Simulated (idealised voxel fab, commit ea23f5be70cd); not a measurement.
process module | voxel self aligned vias
cross-section cut | 185 nm wide | cells 5 nm
A cross-section is a grid of square cells, given in bands from the top down. A band is one or more rows of cells.
Each band's line starts with the height of the band's top and of its bottom, in nm. Then come its materials from left to right, each with its width in nm. One material with "throughout" fills the band from edge to edge. "air" is empty space.
Height 0 is the level under which the wafer as received is all one material. The lowest band goes on downwards, as in "0 down".
A width such as "30 to 40" changes by the same amount from each row of cells to the next, from the band's top row to its bottom row.
"no change" after a step means that no cell of the cross-section changed.
closed voids: empty space of 8 cells or more with no open way to the top, each as width x height at its distance from the left edge, in nm
after a step's settings: what the simulator itself notes on the step
overlay nm, on a step with a mask: how far to the right of its planned place the mask lay; to the left if negative
plan
1 op RECEIVE | material Si
2 op CONFORMAL_DEP | material SiO2 | thk nm 10
3 op CONFORMAL_DEP | material SiCN | thk nm 5
4 op DIRECTIONAL_DEP | material SiO2 | thk nm 25
5 op PATTERN | tone open | mask id LINES | material resist | width nm 25 | pitch nm 55 | thk nm 20 | overlay nm 0
6 op DIRECTIONAL_ETCH | etch materials SiO2 | depth nm 25
7 op STRIP | etch materials resist
8 op CONFORMAL_DEP | material TiN | thk nm 5
9 op FILL_DEP | material Ru | thk nm 5
10 op CMP | height nm 40
11 op SELECTIVE_ETCH | etch materials W Ru TiN | depth nm 5
12 op FILL_DEP | material SiN | thk nm 5
13 op CMP | height nm 40
14 op DIRECTIONAL_DEP | material SiO2 | thk nm 15
15 op DIRECTIONAL_DEP | material aC | thk nm 10
16 op PATTERN | tone open | mask id VIAS | material resist | width nm 35 | thk nm 30 | overlay nm 0
17 op DIRECTIONAL_ETCH | etch materials aC | depth nm 10
18 op STRIP | etch materials resist
19 op DIRECTIONAL_ETCH | etch materials SiO2 | depth nm 15
20 op DIRECTIONAL_ETCH | etch materials SiN | depth nm 5
21 op STRIP | etch materials aC
22 op CONFORMAL_DEP | material TiN | thk nm 5
23 op FILL_DEP | material Cu | thk nm 5
24 op CMP | height nm 55
25 op CONFORMAL_DEP | material SiN | thk nm 5
first wafer, as planned
as received, after step 1
  0 down: Si throughout
  closed voids: none
after step 2
  10 to 0: SiO2 throughout
  below 0: unchanged
after step 3
  15 to 10: SiCN throughout
  below 10: unchanged
after step 4
  40 to 15: SiO2 throughout
  below 15: unchanged
after step 5
  60 to 40: resist 50 | air 25 | resist 30 | air 25 | resist 55
  below 40: unchanged
after step 6
  60 to 40: resist 50 | air 25 | resist 30 | air 25 | resist 55
  40 to 15: SiO2 50 | air 25 | SiO2 30 | air 25 | SiO2 55
  below 15: unchanged
after step 7
  40 to 15: SiO2 50 | air 25 | SiO2 30 | air 25 | SiO2 55
  below 15: unchanged
after step 8
  45 to 40: TiN 55 | air 15 | TiN 40 | air 15 | TiN 60
  40 to 20: SiO2 50 | TiN 5 | air 15 | TiN 5 | SiO2 30 | TiN 5 | air 15 | TiN 5 | SiO2 55
  20 to 15: SiO2 50 | TiN 25 | SiO2 30 | TiN 25 | SiO2 55
  below 15: unchanged
after step 9
  50 to 45: Ru throughout
  45 to 40: TiN 55 | Ru 15 | TiN 40 | Ru 15 | TiN 60
  40 to 20: SiO2 50 | TiN 5 | Ru 15 | TiN 5 | SiO2 30 | TiN 5 | Ru 15 | TiN 5 | SiO2 55
  below 20: unchanged
after step 10
  40 to 20: SiO2 50 | TiN 5 | Ru 15 | TiN 5 | SiO2 30 | TiN 5 | Ru 15 | TiN 5 | SiO2 55
  below 20: unchanged
after step 11
  40 to 35: SiO2 50 | air 25 | SiO2 30 | air 25 | SiO2 55
  below 35: unchanged
after step 12
  45 to 40: SiN throughout
  40 to 35: SiO2 50 | SiN 25 | SiO2 30 | SiN 25 | SiO2 55
  below 35: unchanged
after step 13
  40 to 35: SiO2 50 | SiN 25 | SiO2 30 | SiN 25 | SiO2 55
  below 35: unchanged
after step 14
  55 to 40: SiO2 throughout
  below 40: unchanged
after step 15
  65 to 55: aC throughout
  below 55: unchanged
after step 16
  95 to 65: resist 45 | air 35 | resist 105
  below 65: unchanged
after step 17
  85 to 65: resist 45 | air 35 | resist 105
  65 to 55: aC 45 | air 35 | aC 105
  below 55: unchanged
after step 18
  65 to 55: aC 45 | air 35 | aC 105
  below 55: unchanged
after step 19
  65 to 55: aC 45 | air 35 | aC 105
  55 to 40: SiO2 45 | air 35 | SiO2 105
  below 40: unchanged
after step 20
  65 to 55: aC 45 | air 35 | aC 105
  55 to 40: SiO2 45 | air 35 | SiO2 105
  40 to 35: SiO2 50 | air 25 | SiO2 30 | SiN 25 | SiO2 55
  below 35: unchanged
after step 21
  55 to 40: SiO2 45 | air 35 | SiO2 105
  below 40: unchanged
after step 22
  60 to 55: TiN 50 | air 25 | TiN 110
  55 to 45: SiO2 45 | TiN 5 | air 25 | TiN 5 | SiO2 105
  45 to 40: SiO2 45 | TiN 10 | air 15 | TiN 10 | SiO2 105
  40 to 35: SiO2 50 | TiN 25 | SiO2 30 | SiN 25 | SiO2 55
  below 35: unchanged
after step 23
  65 to 60: Cu throughout
  60 to 55: TiN 50 | Cu 25 | TiN 110
  55 to 45: SiO2 45 | TiN 5 | Cu 25 | TiN 5 | SiO2 105
  45 to 40: SiO2 45 | TiN 10 | Cu 15 | TiN 10 | SiO2 105
  below 40: unchanged
after step 24
  55 to 45: SiO2 45 | TiN 5 | Cu 25 | TiN 5 | SiO2 105
  below 45: unchanged
after step 25
  60 to 55: SiN throughout
  below 55: unchanged
second wafer: like start, like plan, one mistake. Through step 24 it matches the first wafer
when step 25 should have ended
  60 to 55: TiN throughout
  below 55: unchanged
what went wrong: step 25 ran as: op CONFORMAL_DEP | material TiN | thk nm 5
at the end the second wafer has, in cells: 37 fewer of SiN | 37 more of TiN
